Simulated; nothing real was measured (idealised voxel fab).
You're looking at the process module voxel transistor to metal.
Cross-section cut: width 280 nm, square cells of 5 nm.
Just so we're on the same page, the cross-sections are grids of square cells, and they're listed out in bands top to bottom, each band one or more rows deep.
Heights first: top, then bottom, in nm. Then materials, left to right, each with a width in nm. "edge to edge" on a single material: fills the band edge to edge. "empty": empty space.
Counting heights begins at 0, where everything beneath is, in the wafer as received, one material. The lowest band has no bottom; it goes on downwards, as "z 0 and below" shows.
So if you see something like "30 to 40" for the width, read it as the top row of the band sitting at the first number and the bottom row at the second, with every row in between moving by the same amount as the last.
For the purposes of this document, the phrase "remains unaltered" attached to a step denotes that no cell within the cross-section was modified by that step.
Reported under the label "Closed internal cavities" are the empty spaces having no open way to the top and comprising 8 cells or more; the notation for each is width x height at distance, in which the distance is measured from the left edge and all three values are in nm.
Post-settings text on a step line: simulator's own remark regarding the step.
The optional step-line setting "overlay nm" applies to steps with a mask and quantifies how far to the right of its planned location the mask lay, a negative value indicating leftward placement.
THE PROCESS STEPS THAT WERE PLANNED ARE LISTED BELOW
1,RECEIVE,material Si
2,OXIDIZE,depth nm 5
3,CONFORMAL_DEP,material SiN,thk nm 15
4,DIRECTIONAL_DEP,material aC,thk nm 10
5,PATTERN,tone cover,mask id ACTIVE,material resist,width nm 100,pitch nm 125,thk nm 30,overlay nm 0
6,DIRECTIONAL_ETCH,etch materials aC,depth nm 10
7,STRIP,etch materials resist
8,DIRECTIONAL_ETCH,etch materials SiN,depth nm 15
9,DIRECTIONAL_ETCH,etch materials SiO2,depth nm 5
10,DIRECTIONAL_ETCH,etch materials Si,depth nm 35
11,STRIP,etch materials aC
12,OXIDIZE,depth nm 5
13,FILL_DEP,material SiO2,thk nm 5
14,CMP,height nm 15
15,SELECTIVE_ETCH,etch materials SiO2,depth nm 15
16,STRIP,etch materials SiN
17,SELECTIVE_ETCH,etch materials SiO2,depth nm 5
18,OXIDIZE,depth nm 5
19,DIRECTIONAL_DEP,material polySi,thk nm 20
20,DIRECTIONAL_DEP,material SiCN,thk nm 15
21,DIRECTIONAL_DEP,material aC,thk nm 10
22,PATTERN,tone cover,mask id GATE,material resist,width nm 20,pitch nm 125,thk nm 30,overlay nm 0
23,DIRECTIONAL_ETCH,etch materials aC,depth nm 10
24,STRIP,etch materials resist
25,DIRECTIONAL_ETCH,etch materials SiCN,depth nm 25
26,DIRECTIONAL_ETCH,etch materials polySi,depth nm 30
27,STRIP,etch materials aC
28,CONFORMAL_DEP,material SiO2,thk nm 5
29,DIRECTIONAL_ETCH,etch materials SiO2,depth nm 5
30,CONFORMAL_DEP,material SiN,thk nm 10
31,DIRECTIONAL_ETCH,etch materials SiN,depth nm 10
32,DIRECTIONAL_ETCH,etch materials SiO2,depth nm 5
33,DIRECTIONAL_ETCH,etch materials Si,depth nm 5
34,EPI,material SiGe,thk nm 10
35,FILL_DEP,material SiO2,thk nm 10
36,CMP,height nm 30
37,DIRECTIONAL_DEP,material SiO2,thk nm 15
38,DIRECTIONAL_DEP,material aC,thk nm 15
39,PATTERN,tone open,mask id CONTACT,material resist,width nm 25,thk nm 35,overlay nm 0
40,DIRECTIONAL_ETCH,etch materials aC,depth nm 15
41,STRIP,etch materials resist
42,DIRECTIONAL_ETCH,etch materials SiO2,depth nm 50
43,STRIP,etch materials aC
44,CONFORMAL_DEP,material TiN,thk nm 5
45,FILL_DEP,material Ru,thk nm 10
46,CMP,height nm 45
47,DIRECTIONAL_DEP,material TiN,thk nm 5
48,DIRECTIONAL_DEP,material Ru,thk nm 15
49,DIRECTIONAL_DEP,material aC,thk nm 10
50,PATTERN,tone cover,mask id METAL_1,material resist,width nm 15,thk nm 25,overlay nm 0
51,DIRECTIONAL_ETCH,etch materials aC,depth nm 10
52,STRIP,etch materials resist
53,DIRECTIONAL_ETCH,etch materials Ru,depth nm 15
54,DIRECTIONAL_ETCH,etch materials TiN,depth nm 5
55,STRIP,etch materials aC
56,CONFORMAL_DEP,material SiCN,thk nm 5
57,FILL_DEP,material lowk,thk nm 10
58,CMP,height nm 65
59,CONFORMAL_DEP,material SiN,thk nm 5
THE FIRST OF THE TWO WAFERS, WHICH RAN AS PLANNED
CROSS-SECTION, INCOMING MATERIAL, AFTER STEP 1
> z 0 and below  Si edge to edge
> Closed internal cavities: none
HOW THE WAFER STANDS IN SECTION AFTER STEP 2
> z 0 to -5  SiO2 edge to edge
> Under -5: no change, same as before.
HOW THE WAFER STANDS IN SECTION AFTER STEP 3
> z 15 to 0  SiN edge to edge
> Under 0: no change, same as before.
HOW THE WAFER STANDS IN SECTION AFTER STEP 4
> z 25 to 15  aC edge to edge
> Under 15: no change, same as before.
HOW THE WAFER STANDS IN SECTION AFTER STEP 5
> z 55 to 25  empty (25)  resist (100)  empty (25)  resist (100)  empty (30)
> Under 25: no change, same as before.
HOW THE WAFER STANDS IN SECTION AFTER STEP 6
> z 45 to 25  empty (25)  resist (100)  empty (25)  resist (100)  empty (30)
> z 25 to 15  empty (25)  aC (100)  empty (25)  aC (100)  empty (30)
> Under 15: no change, same as before.
HOW THE WAFER STANDS IN SECTION AFTER STEP 7
> z 25 to 15  empty (25)  aC (100)  empty (25)  aC (100)  empty (30)
> Under 15: no change, same as before.
HOW THE WAFER STANDS IN SECTION AFTER STEP 8
> z 25 to 15  empty (25)  aC (100)  empty (25)  aC (100)  empty (30)
> z 15 to 0  empty (25)  SiN (100)  empty (25)  SiN (100)  empty (30)
> Under 0: no change, same as before.
HOW THE WAFER STANDS IN SECTION AFTER STEP 9
> z 25 to 15  empty (25)  aC (100)  empty (25)  aC (100)  empty (30)
> z 15 to 0  empty (25)  SiN (100)  empty (25)  SiN (100)  empty (30)
> z 0 to -5  empty (25)  SiO2 (100)  empty (25)  SiO2 (100)  empty (30)
> Under -5: no change, same as before.
HOW THE WAFER STANDS IN SECTION AFTER STEP 10
> z 25 to 15  empty (25)  aC (100)  empty (25)  aC (100)  empty (30)
> z 15 to 0  empty (25)  SiN (100)  empty (25)  SiN (100)  empty (30)
> z 0 to -5  empty (25)  SiO2 (100)  empty (25)  SiO2 (100)  empty (30)
> z -5 to -40  empty (25)  Si (100)  empty (25)  Si (100)  empty (30)
> Under -40: no change, same as before.
HOW THE WAFER STANDS IN SECTION AFTER STEP 11
> z 15 to 0  empty (25)  SiN (100)  empty (25)  SiN (100)  empty (30)
> Under 0: no change, same as before.
HOW THE WAFER STANDS IN SECTION AFTER STEP 12
> z 15 to 0  empty (25)  SiN (100)  empty (25)  SiN (100)  empty (30)
> z 0 to -5  empty (25)  SiO2 (100)  empty (25)  SiO2 (100)  empty (30)
> z -5 to -40  empty (25)  SiO2 (5)  Si (90)  SiO2 (5)  empty (25)  SiO2 (5)  Si (90)  SiO2 (5)  empty (30)
> z -40 to -45  SiO2 (30)  Si (90)  SiO2 (35)  Si (90)  SiO2 (35)
> Under -45: no change, same as before.
HOW THE WAFER STANDS IN SECTION AFTER STEP 13
> z 20 to 15  SiO2 edge to edge
> z 15 to 0  SiO2 (25)  SiN (100)  SiO2 (25)  SiN (100)  SiO2 (30)
> z 0 to -5  SiO2 edge to edge
> z -5 to -45  SiO2 (30)  Si (90)  SiO2 (35)  Si (90)  SiO2 (35)
> Under -45: no change, same as before.
HOW THE WAFER STANDS IN SECTION AFTER STEP 14
> z 15 to 0  SiO2 (25)  SiN (100)  SiO2 (25)  SiN (100)  SiO2 (30)
> Under 0: no change, same as before.
HOW THE WAFER STANDS IN SECTION AFTER STEP 15
> z 15 to 0  empty (25)  SiN (100)  empty (25)  SiN (100)  empty (30)
> Under 0: no change, same as before.
HOW THE WAFER STANDS IN SECTION AFTER STEP 16
> z 0 to -5  SiO2 edge to edge
> Under -5: no change, same as before.
HOW THE WAFER STANDS IN SECTION AFTER STEP 17
> z -5 to -45  SiO2 (30)  Si (90)  SiO2 (35)  Si (90)  SiO2 (35)
> Under -45: no change, same as before.
HOW THE WAFER STANDS IN SECTION AFTER STEP 18
> z -5 to -10  SiO2 edge to edge
> Under -10: no change, same as before.
HOW THE WAFER STANDS IN SECTION AFTER STEP 19
> z 15 to -5  polySi edge to edge
> Under -5: no change, same as before.
HOW THE WAFER STANDS IN SECTION AFTER STEP 20
> z 30 to 15  SiCN edge to edge
> Under 15: no change, same as before.
HOW THE WAFER STANDS IN SECTION AFTER STEP 21
> z 40 to 30  aC edge to edge
> Under 30: no change, same as before.
HOW THE WAFER STANDS IN SECTION AFTER STEP 22
> z 70 to 40  empty (65)  resist (20)  empty (105)  resist (20)  empty (70)
> Under 40: no change, same as before.
HOW THE WAFER STANDS IN SECTION AFTER STEP 23
> z 60 to 40  empty (65)  resist (20)  empty (105)  resist (20)  empty (70)
> z 40 to 30  empty (65)  aC (20)  empty (105)  aC (20)  empty (70)
> Under 30: no change, same as before.
HOW THE WAFER STANDS IN SECTION AFTER STEP 24
> z 40 to 30  empty (65)  aC (20)  empty (105)  aC (20)  empty (70)
> Under 30: no change, same as before.
HOW THE WAFER STANDS IN SECTION AFTER STEP 25
> z 40 to 30  empty (65)  aC (20)  empty (105)  aC (20)  empty (70)
> z 30 to 15  empty (65)  SiCN (20)  empty (105)  SiCN (20)  empty (70)
> Under 15: no change, same as before.
HOW THE WAFER STANDS IN SECTION AFTER STEP 26
> z 40 to 30  empty (65)  aC (20)  empty (105)  aC (20)  empty (70)
> z 30 to 15  empty (65)  SiCN (20)  empty (105)  SiCN (20)  empty (70)
> z 15 to -5  empty (65)  polySi (20)  empty (105)  polySi (20)  empty (70)
> Under -5: no change, same as before.
HOW THE WAFER STANDS IN SECTION AFTER STEP 27
> z 30 to 15  empty (65)  SiCN (20)  empty (105)  SiCN (20)  empty (70)
> Under 15: no change, same as before.
HOW THE WAFER STANDS IN SECTION AFTER STEP 28
> z 35 to 30  empty (60)  SiO2 (30)  empty (95)  SiO2 (30)  empty (65)
> z 30 to 15  empty (60)  SiO2 (5)  SiCN (20)  SiO2 (5)  empty (95)  SiO2 (5)  SiCN (20)  SiO2 (5)  empty (65)
> z 15 to 0  empty (60)  SiO2 (5)  polySi (20)  SiO2 (5)  empty (95)  SiO2 (5)  polySi (20)  SiO2 (5)  empty (65)
> z 0 to -5  SiO2 (65)  polySi (20)  SiO2 (105)  polySi (20)  SiO2 (70)
> Under -5: no change, same as before.
HOW THE WAFER STANDS IN SECTION AFTER STEP 29
> z 30 to 15  empty (60)  SiO2 (5)  SiCN (20)  SiO2 (5)  empty (95)  SiO2 (5)  SiCN (20)  SiO2 (5)  empty (65)
> z 15 to -5  empty (60)  SiO2 (5)  polySi (20)  SiO2 (5)  empty (95)  SiO2 (5)  polySi (20)  SiO2 (5)  empty (65)
> Under -5: no change, same as before.
HOW THE WAFER STANDS IN SECTION AFTER STEP 30
> z 40 to 30  empty (50)  SiN (50)  empty (75)  SiN (50)  empty (55)
> z 30 to 15  empty (50)  SiN (10)  SiO2 (5)  SiCN (20)  SiO2 (5)  SiN (10)  empty (75)  SiN (10)  SiO2 (5)  SiCN (20)  SiO2 (5)  SiN (10)  empty (55)
> z 15 to 5  empty (50)  SiN (10)  SiO2 (5)  polySi (20)  SiO2 (5)  SiN (10)  empty (75)  SiN (10)  SiO2 (5)  polySi (20)  SiO2 (5)  SiN (10)  empty (55)
> z 5 to -5  SiN (60)  SiO2 (5)  polySi (20)  SiO2 (5)  SiN (95)  SiO2 (5)  polySi (20)  SiO2 (5)  SiN (65)
> Under -5: no change, same as before.
HOW THE WAFER STANDS IN SECTION AFTER STEP 31
> z 30 to 15  empty (50)  SiN (10)  SiO2 (5)  SiCN (20)  SiO2 (5)  SiN (10)  empty (75)  SiN (10)  SiO2 (5)  SiCN (20)  SiO2 (5)  SiN (10)  empty (55)
> z 15 to -5  empty (50)  SiN (10)  SiO2 (5)  polySi (20)  SiO2 (5)  SiN (10)  empty (75)  SiN (10)  SiO2 (5)  polySi (20)  SiO2 (5)  SiN (10)  empty (55)
> Under -5: no change, same as before.
HOW THE WAFER STANDS IN SECTION AFTER STEP 32
> z 30 to 25  empty (50)  SiN (10)  empty (5)  SiCN (20)  empty (5)  SiN (10)  empty (75)  SiN (10)  empty (5)  SiCN (20)  empty (5)  SiN (10)  empty (55)
> z 25 to 15  empty (50)  SiN (10)  SiO2 (5)  SiCN (20)  SiO2 (5)  SiN (10)  empty (75)  SiN (10)  SiO2 (5)  SiCN (20)  SiO2 (5)  SiN (10)  empty (55)
> z 15 to -5  empty (50)  SiN (10)  SiO2 (5)  polySi (20)  SiO2 (5)  SiN (10)  empty (75)  SiN (10)  SiO2 (5)  polySi (20)  SiO2 (5)  SiN (10)  empty (55)
> z -5 to -10  empty (50)  SiO2 (50)  empty (75)  SiO2 (50)  empty (55)
> Under -10: no change, same as before.
HOW THE WAFER STANDS IN SECTION AFTER STEP 33
> z 30 to 25  empty (50)  SiN (10)  empty (5)  SiCN (20)  empty (5)  SiN (10)  empty (75)  SiN (10)  empty (5)  SiCN (20)  empty (5)  SiN (10)  empty (55)
> z 25 to 15  empty (50)  SiN (10)  SiO2 (5)  SiCN (20)  SiO2 (5)  SiN (10)  empty (75)  SiN (10)  SiO2 (5)  SiCN (20)  SiO2 (5)  SiN (10)  empty (55)
> z 15 to -5  empty (50)  SiN (10)  SiO2 (5)  polySi (20)  SiO2 (5)  SiN (10)  empty (75)  SiN (10)  SiO2 (5)  polySi (20)  SiO2 (5)  SiN (10)  empty (55)
> z -5 to -10  empty (50)  SiO2 (50)  empty (75)  SiO2 (50)  empty (55)
> z -10 to -15  SiO2 (30)  empty (20)  Si (50)  empty (20)  SiO2 (35)  empty (20)  Si (50)  empty (20)  SiO2 (35)
> Under -15: no change, same as before.
HOW THE WAFER STANDS IN SECTION AFTER STEP 34
> z 30 to 25  empty (50)  SiN (10)  empty (5)  SiCN (20)  empty (5)  SiN (10)  empty (75)  SiN (10)  empty (5)  SiCN (20)  empty (5)  SiN (10)  empty (55)
> z 25 to 15  empty (50)  SiN (10)  SiO2 (5)  SiCN (20)  SiO2 (5)  SiN (10)  empty (75)  SiN (10)  SiO2 (5)  SiCN (20)  SiO2 (5)  SiN (10)  empty (55)
> z 15 to 0  empty (50)  SiN (10)  SiO2 (5)  polySi (20)  SiO2 (5)  SiN (10)  empty (75)  SiN (10)  SiO2 (5)  polySi (20)  SiO2 (5)  SiN (10)  empty (55)
> z 0 to -5  empty (40)  SiGe (10)  SiN (10)  SiO2 (5)  polySi (20)  SiO2 (5)  SiN (10)  SiGe (10)  empty (55)  SiGe (10)  SiN (10)  SiO2 (5)  polySi (20)  SiO2 (5)  SiN (10)  SiGe (10)  empty (45)
> z -5 to -10  empty (25)  SiGe (25)  SiO2 (50)  SiGe (25)  empty (25)  SiGe (25)  SiO2 (50)  SiGe (25)  empty (30)
> z -10 to -15  SiO2 (30)  SiGe (20)  Si (50)  SiGe (20)  SiO2 (35)  SiGe (20)  Si (50)  SiGe (20)  SiO2 (35)
> Under -15: no change, same as before.
HOW THE WAFER STANDS IN SECTION AFTER STEP 35
> z 40 to 30  SiO2 edge to edge
> z 30 to 15  SiO2 (50)  SiN (10)  SiO2 (5)  SiCN (20)  SiO2 (5)  SiN (10)  SiO2 (75)  SiN (10)  SiO2 (5)  SiCN (20)  SiO2 (5)  SiN (10)  SiO2 (55)
> z 15 to 0  SiO2 (50)  SiN (10)  SiO2 (5)  polySi (20)  SiO2 (5)  SiN (10)  SiO2 (75)  SiN (10)  SiO2 (5)  polySi (20)  SiO2 (5)  SiN (10)  SiO2 (55)
> z 0 to -5  SiO2 (40)  SiGe (10)  SiN (10)  SiO2 (5)  polySi (20)  SiO2 (5)  SiN (10)  SiGe (10)  SiO2 (55)  SiGe (10)  SiN (10)  SiO2 (5)  polySi (20)  SiO2 (5)  SiN (10)  SiGe (10)  SiO2 (45)
> z -5 to -10  SiO2 (25)  SiGe (25)  SiO2 (50)  SiGe (25)  SiO2 (25)  SiGe (25)  SiO2 (50)  SiGe (25)  SiO2 (30)
> Under -10: no change, same as before.
HOW THE WAFER STANDS IN SECTION AFTER STEP 36
> z 30 to 15  SiO2 (50)  SiN (10)  SiO2 (5)  SiCN (20)  SiO2 (5)  SiN (10)  SiO2 (75)  SiN (10)  SiO2 (5)  SiCN (20)  SiO2 (5)  SiN (10)  SiO2 (55)
> Under 15: no change, same as before.
HOW THE WAFER STANDS IN SECTION AFTER STEP 37
> z 45 to 30  SiO2 edge to edge
> Under 30: no change, same as before.
HOW THE WAFER STANDS IN SECTION AFTER STEP 38
> z 60 to 45  aC edge to edge
> Under 45: no change, same as before.
HOW THE WAFER STANDS IN SECTION AFTER STEP 39
> z 95 to 60  resist (35)  empty (25)  resist (30)  empty (25)  resist (45)  empty (25)  resist (30)  empty (25)  resist (40)
> Under 60: no change, same as before.
HOW THE WAFER STANDS IN SECTION AFTER STEP 40
> z 80 to 60  resist (35)  empty (25)  resist (30)  empty (25)  resist (45)  empty (25)  resist (30)  empty (25)  resist (40)
> z 60 to 45  aC (35)  empty (25)  aC (30)  empty (25)  aC (45)  empty (25)  aC (30)  empty (25)  aC (40)
> Under 45: no change, same as before.
HOW THE WAFER STANDS IN SECTION AFTER STEP 41
> z 60 to 45  aC (35)  empty (25)  aC (30)  empty (25)  aC (45)  empty (25)  aC (30)  empty (25)  aC (40)
> Under 45: no change, same as before.
HOW THE WAFER STANDS IN SECTION AFTER STEP 42
> z 60 to 45  aC (35)  empty (25)  aC (30)  empty (25)  aC (45)  empty (25)  aC (30)  empty (25)  aC (40)
> z 45 to 30  SiO2 (35)  empty (25)  SiO2 (30)  empty (25)  SiO2 (45)  empty (25)  SiO2 (30)  empty (25)  SiO2 (40)
> z 30 to 15  SiO2 (35)  empty (15)  SiN (10)  SiO2 (5)  SiCN (20)  SiO2 (5)  SiN (10)  empty (15)  SiO2 (45)  empty (15)  SiN (10)  SiO2 (5)  SiCN (20)  SiO2 (5)  SiN (10)  empty (15)  SiO2 (40)
> z 15 to 0  SiO2 (35)  empty (15)  SiN (10)  SiO2 (5)  polySi (20)  SiO2 (5)  SiN (10)  empty (15)  SiO2 (45)  empty (15)  SiN (10)  SiO2 (5)  polySi (20)  SiO2 (5)  SiN (10)  empty (15)  SiO2 (40)
> z 0 to -5  SiO2 (35)  empty (5)  SiGe (10)  SiN (10)  SiO2 (5)  polySi (20)  SiO2 (5)  SiN (10)  SiGe (10)  empty (5)  SiO2 (45)  empty (5)  SiGe (10)  SiN (10)  SiO2 (5)  polySi (20)  SiO2 (5)  SiN (10)  SiGe (10)  empty (5)  SiO2 (40)
> Under -5: no change, same as before.
HOW THE WAFER STANDS IN SECTION AFTER STEP 43
> z 45 to 30  SiO2 (35)  empty (25)  SiO2 (30)  empty (25)  SiO2 (45)  empty (25)  SiO2 (30)  empty (25)  SiO2 (40)
> Under 30: no change, same as before.
HOW THE WAFER STANDS IN SECTION AFTER STEP 44
> z 50 to 45  TiN (40)  empty (15)  TiN (40)  empty (15)  TiN (55)  empty (15)  TiN (40)  empty (15)  TiN (45)
> z 45 to 35  SiO2 (35)  TiN (5)  empty (15)  TiN (5)  SiO2 (30)  TiN (5)  empty (15)  TiN (5)  SiO2 (45)  TiN (5)  empty (15)  TiN (5)  SiO2 (30)  TiN (5)  empty (15)  TiN (5)  SiO2 (40)
> z 35 to 30  SiO2 (35)  TiN (5)  empty (5)  TiN (15)  SiO2 (30)  TiN (15)  empty (5)  TiN (5)  SiO2 (45)  TiN (5)  empty (5)  TiN (15)  SiO2 (30)  TiN (15)  empty (5)  TiN (5)  SiO2 (40)
> z 30 to 15  SiO2 (35)  TiN (5)  empty (5)  TiN (5)  SiN (10)  SiO2 (5)  SiCN (20)  SiO2 (5)  SiN (10)  TiN (5)  empty (5)  TiN (5)  SiO2 (45)  TiN (5)  empty (5)  TiN (5)  SiN (10)  SiO2 (5)  SiCN (20)  SiO2 (5)  SiN (10)  TiN (5)  empty (5)  TiN (5)  SiO2 (40)
> z 15 to 5  SiO2 (35)  TiN (5)  empty (5)  TiN (5)  SiN (10)  SiO2 (5)  polySi (20)  SiO2 (5)  SiN (10)  TiN (5)  empty (5)  TiN (5)  SiO2 (45)  TiN (5)  empty (5)  TiN (5)  SiN (10)  SiO2 (5)  polySi (20)  SiO2 (5)  SiN (10)  TiN (5)  empty (5)  TiN (5)  SiO2 (40)
> z 5 to 0  SiO2 (35)  TiN (15)  SiN (10)  SiO2 (5)  polySi (20)  SiO2 (5)  SiN (10)  TiN (15)  SiO2 (45)  TiN (15)  SiN (10)  SiO2 (5)  polySi (20)  SiO2 (5)  SiN (10)  TiN (15)  SiO2 (40)
> z 0 to -5  SiO2 (35)  TiN (5)  SiGe (10)  SiN (10)  SiO2 (5)  polySi (20)  SiO2 (5)  SiN (10)  SiGe (10)  TiN (5)  SiO2 (45)  TiN (5)  SiGe (10)  SiN (10)  SiO2 (5)  polySi (20)  SiO2 (5)  SiN (10)  SiGe (10)  TiN (5)  SiO2 (40)
> Under -5: no change, same as before.
HOW THE WAFER STANDS IN SECTION AFTER STEP 45
> z 60 to 50  Ru edge to edge
> z 50 to 45  TiN (40)  Ru (15)  TiN (40)  Ru (15)  TiN (55)  Ru (15)  TiN (40)  Ru (15)  TiN (45)
> z 45 to 35  SiO2 (35)  TiN (5)  Ru (15)  TiN (5)  SiO2 (30)  TiN (5)  Ru (15)  TiN (5)  SiO2 (45)  TiN (5)  Ru (15)  TiN (5)  SiO2 (30)  TiN (5)  Ru (15)  TiN (5)  SiO2 (40)
> z 35 to 30  SiO2 (35)  TiN (5)  Ru (5)  TiN (15)  SiO2 (30)  TiN (15)  Ru (5)  TiN (5)  SiO2 (45)  TiN (5)  Ru (5)  TiN (15)  SiO2 (30)  TiN (15)  Ru (5)  TiN (5)  SiO2 (40)
> z 30 to 15  SiO2 (35)  TiN (5)  Ru (5)  TiN (5)  SiN (10)  SiO2 (5)  SiCN (20)  SiO2 (5)  SiN (10)  TiN (5)  Ru (5)  TiN (5)  SiO2 (45)  TiN (5)  Ru (5)  TiN (5)  SiN (10)  SiO2 (5)  SiCN (20)  SiO2 (5)  SiN (10)  TiN (5)  Ru (5)  TiN (5)  SiO2 (40)
> z 15 to 5  SiO2 (35)  TiN (5)  Ru (5)  TiN (5)  SiN (10)  SiO2 (5)  polySi (20)  SiO2 (5)  SiN (10)  TiN (5)  Ru (5)  TiN (5)  SiO2 (45)  TiN (5)  Ru (5)  TiN (5)  SiN (10)  SiO2 (5)  polySi (20)  SiO2 (5)  SiN (10)  TiN (5)  Ru (5)  TiN (5)  SiO2 (40)
> Under 5: no change, same as before.
HOW THE WAFER STANDS IN SECTION AFTER STEP 46
> z 45 to 35  SiO2 (35)  TiN (5)  Ru (15)  TiN (5)  SiO2 (30)  TiN (5)  Ru (15)  TiN (5)  SiO2 (45)  TiN (5)  Ru (15)  TiN (5)  SiO2 (30)  TiN (5)  Ru (15)  TiN (5)  SiO2 (40)
> Under 35: no change, same as before.
HOW THE WAFER STANDS IN SECTION AFTER STEP 47
> z 50 to 45  TiN edge to edge
> Under 45: no change, same as before.
HOW THE WAFER STANDS IN SECTION AFTER STEP 48
> z 65 to 50  Ru edge to edge
> Under 50: no change, same as before.
HOW THE WAFER STANDS IN SECTION AFTER STEP 49
> z 75 to 65  aC edge to edge
> Under 65: no change, same as before.
HOW THE WAFER STANDS IN SECTION AFTER STEP 50
> z 100 to 75  empty (35)  resist (15)  empty (50)  resist (15)  empty (45)  resist (15)  empty (50)  resist (15)  empty (40)
> Under 75: no change, same as before.
HOW THE WAFER STANDS IN SECTION AFTER STEP 51
> z 90 to 75  empty (35)  resist (15)  empty (50)  resist (15)  empty (45)  resist (15)  empty (50)  resist (15)  empty (40)
> z 75 to 65  empty (35)  aC (15)  empty (50)  aC (15)  empty (45)  aC (15)  empty (50)  aC (15)  empty (40)
> Under 65: no change, same as before.
HOW THE WAFER STANDS IN SECTION AFTER STEP 52
> z 75 to 65  empty (35)  aC (15)  empty (50)  aC (15)  empty (45)  aC (15)  empty (50)  aC (15)  empty (40)
> Under 65: no change, same as before.
HOW THE WAFER STANDS IN SECTION AFTER STEP 53
> z 75 to 65  empty (35)  aC (15)  empty (50)  aC (15)  empty (45)  aC (15)  empty (50)  aC (15)  empty (40)
> z 65 to 50  empty (35)  Ru (15)  empty (50)  Ru (15)  empty (45)  Ru (15)  empty (50)  Ru (15)  empty (40)
> Under 50: no change, same as before.
HOW THE WAFER STANDS IN SECTION AFTER STEP 54
> z 75 to 65  empty (35)  aC (15)  empty (50)  aC (15)  empty (45)  aC (15)  empty (50)  aC (15)  empty (40)
> z 65 to 50  empty (35)  Ru (15)  empty (50)  Ru (15)  empty (45)  Ru (15)  empty (50)  Ru (15)  empty (40)
> z 50 to 45  empty (35)  TiN (15)  empty (50)  TiN (15)  empty (45)  TiN (15)  empty (50)  TiN (15)  empty (40)
> Under 45: no change, same as before.
HOW THE WAFER STANDS IN SECTION AFTER STEP 55
> z 65 to 50  empty (35)  Ru (15)  empty (50)  Ru (15)  empty (45)  Ru (15)  empty (50)  Ru (15)  empty (40)
> Under 50: no change, same as before.
HOW THE WAFER STANDS IN SECTION AFTER STEP 56
> z 70 to 65  empty (30)  SiCN (25)  empty (40)  SiCN (25)  empty (35)  SiCN (25)  empty (40)  SiCN (25)  empty (35)
> z 65 to 50  empty (30)  SiCN (5)  Ru (15)  SiCN (5)  empty (40)  SiCN (5)  Ru (15)  SiCN (5)  empty (35)  SiCN (5)  Ru (15)  SiCN (5)  empty (40)  SiCN (5)  Ru (15)  SiCN (5)  empty (35)
> z 50 to 45  SiCN (35)  TiN (15)  SiCN (50)  TiN (15)  SiCN (45)  TiN (15)  SiCN (50)  TiN (15)  SiCN (40)
> Under 45: no change, same as before.
HOW THE WAFER STANDS IN SECTION AFTER STEP 57
> z 80 to 70  lowk edge to edge
> z 70 to 65  lowk (30)  SiCN (25)  lowk (40)  SiCN (25)  lowk (35)  SiCN (25)  lowk (40)  SiCN (25)  lowk (35)
> z 65 to 50  lowk (30)  SiCN (5)  Ru (15)  SiCN (5)  lowk (40)  SiCN (5)  Ru (15)  SiCN (5)  lowk (35)  SiCN (5)  Ru (15)  SiCN (5)  lowk (40)  SiCN (5)  Ru (15)  SiCN (5)  lowk (35)
> Under 50: no change, same as before.
HOW THE WAFER STANDS IN SECTION AFTER STEP 58
> z 65 to 50  lowk (30)  SiCN (5)  Ru (15)  SiCN (5)  lowk (40)  SiCN (5)  Ru (15)  SiCN (5)  lowk (35)  SiCN (5)  Ru (15)  SiCN (5)  lowk (40)  SiCN (5)  Ru (15)  SiCN (5)  lowk (35)
> Under 50: no change, same as before.
HOW THE WAFER STANDS IN SECTION AFTER STEP 59
> z 70 to 65  SiN edge to edge
> Under 65: no change, same as before.
NOTES, SECOND WAFER: START = FIRST WAFER'S, PLAN = FIRST WAFER'S, EXECUTION HAD ONE MISTAKE; HISTORY IDENTICAL TO FIRST THROUGH STEP 57
SECOND WAFER SHOWN IN CROSS-SECTION AT THE TIME STEP 58 WAS SLATED TO END
> z 60 to 50  lowk (30)  SiCN (5)  Ru (15)  SiCN (5)  lowk (40)  SiCN (5)  Ru (15)  SiCN (5)  lowk (35)  SiCN (5)  Ru (15)  SiCN (5)  lowk (40)  SiCN (5)  Ru (15)  SiCN (5)  lowk (35)
> Under 50: no change, same as before.
SECOND WAFER SHOWN IN CROSS-SECTION AT THE TIME STEP 59 WAS SLATED TO END
> z 65 to 60  SiN edge to edge
> Under 60: no change, same as before.
What went wrong in running the wafer? it should be noted that step 58 was executed with settings other than those planned, the operation and settings actually applied being CMP,height nm 60
FYI, end of process, the second wafer has more or fewer cells of some materials than the first: Ru: 12 fewer, SiCN: 8 fewer, lowk: 36 fewer
